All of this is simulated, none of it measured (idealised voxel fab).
The following process module bears the name voxel self aligned vias.
Xsec cut, 260 nm wide, square cell size 5 nm.
Cross-section, as written here: a square-cell grid given band by band from the top down, where a band holds one or more rows of cells. Band entry format. Leading values: height of top, height of bottom, nm. Remainder: materials in left-to-right order, each with its width in nm. Special words: "throughout" on a single material, which then fills the band edge to edge; "air", empty space. Heights are expressed relative to 0, this being the level below which the as-received wafer comprises one material exclusively. The lowest band is unbounded in the downward direction and is denoted as in "0..down". Width "30..40": first value at the band's top row of cells, second value at its bottom row, equal change from row to row. You'll sometimes find "no change" written for a step, and that's the way of saying that nowhere in the cross-section did a cell change during that step. So "Closed-off voids" is basically the list of trapped voids: any empty space of 8 cells or more that can't reach the top through an opening. They're written width x height at distance, the distance being from the left edge, and it's all nm. It should be noted that, on the line of a given step, the content following the step's settings is a remark produced by the simulator itself with respect to that step. overlay nm, on a step with a mask: how far to the right of its planned place the mask lay; to the left if negative.

PLANNED PROCESS STEPS
1) RECEIVE (material Si)
2) CONFORMAL_DEP (material SiO2; thk nm 15)
3) CONFORMAL_DEP (material SiCN; thk nm 5)
4) DIRECTIONAL_DEP (material lowk; thk nm 25)
5) DIRECTIONAL_DEP (material aC; thk nm 10)
6) PATTERN (tone open; mask id LINES; material resist; width nm 30; pitch nm 65; thk nm 25; overlay nm 0)
7) DIRECTIONAL_ETCH (etch materials aC; depth nm 10)
8) STRIP (etch materials resist)
9) DIRECTIONAL_ETCH (etch materials lowk; depth nm 25)
10) STRIP (etch materials aC)
11) CONFORMAL_DEP (material TiN; thk nm 5)
12) FILL_DEP (material W; thk nm 5)
13) CMP (height nm 45)
14) SELECTIVE_ETCH (etch materials W Ru TiN; depth nm 10)
15) FILL_DEP (material SiN; thk nm 10)
16) CMP (height nm 45)
17) DIRECTIONAL_DEP (material lowk; thk nm 15)
18) PATTERN (tone open; mask id VIAS; material resist; width nm 50; pitch nm 65; thk nm 15; overlay nm 0)
19) DIRECTIONAL_ETCH (etch materials lowk; depth nm 15)
20) DIRECTIONAL_ETCH (etch materials SiN; depth nm 10)
21) STRIP (etch materials resist)
22) CONFORMAL_DEP (material TiN; thk nm 5)
23) FILL_DEP (material Ru; thk nm 10)
24) CMP (height nm 60)
25) CONFORMAL_DEP (material SiCN; thk nm 5)

HERE'S WHAT THE WAFER LOOKED LIKE IN CROSS-SECTION WHEN IT ARRIVED - THAT'S AFTER STEP 1
0..down: Si throughout
Closed-off voids: none

END-OF-MODULE CROSS-SECTION. STARTING STRUCTURE AND PROCESS PLAN AS ABOVE; ONE MISTAKE MADE IN RUNNING IT
65..60: SiCN throughout
60..45: 70 nm lowk | 5 nm TiN | 40 nm Ru | 5 nm TiN | 15 nm lowk | 5 nm TiN | 40 nm Ru | 5 nm TiN | 75 nm lowk
45..40: 70 nm SiN | 15 nm TiN | 20 nm Ru | 15 nm TiN | 15 nm SiN | 15 nm TiN | 20 nm Ru | 15 nm TiN | 75 nm SiN
40..35: 80 nm lowk | 30 nm TiN | 35 nm lowk | 30 nm TiN | 85 nm lowk
35..20: 80 nm lowk | 5 nm TiN | 20 nm W | 5 nm TiN | 35 nm lowk | 5 nm TiN | 20 nm W | 5 nm TiN | 85 nm lowk
20..15: 80 nm lowk | 30 nm TiN | 35 nm lowk | 30 nm TiN | 85 nm lowk
15..0: SiO2 throughout
0..down: Si throughout
Closed-off voids: none
It is concluded that the wafer was processed incorrectly with respect to the plan, in that step 3 of the plan was excluded from execution and never run
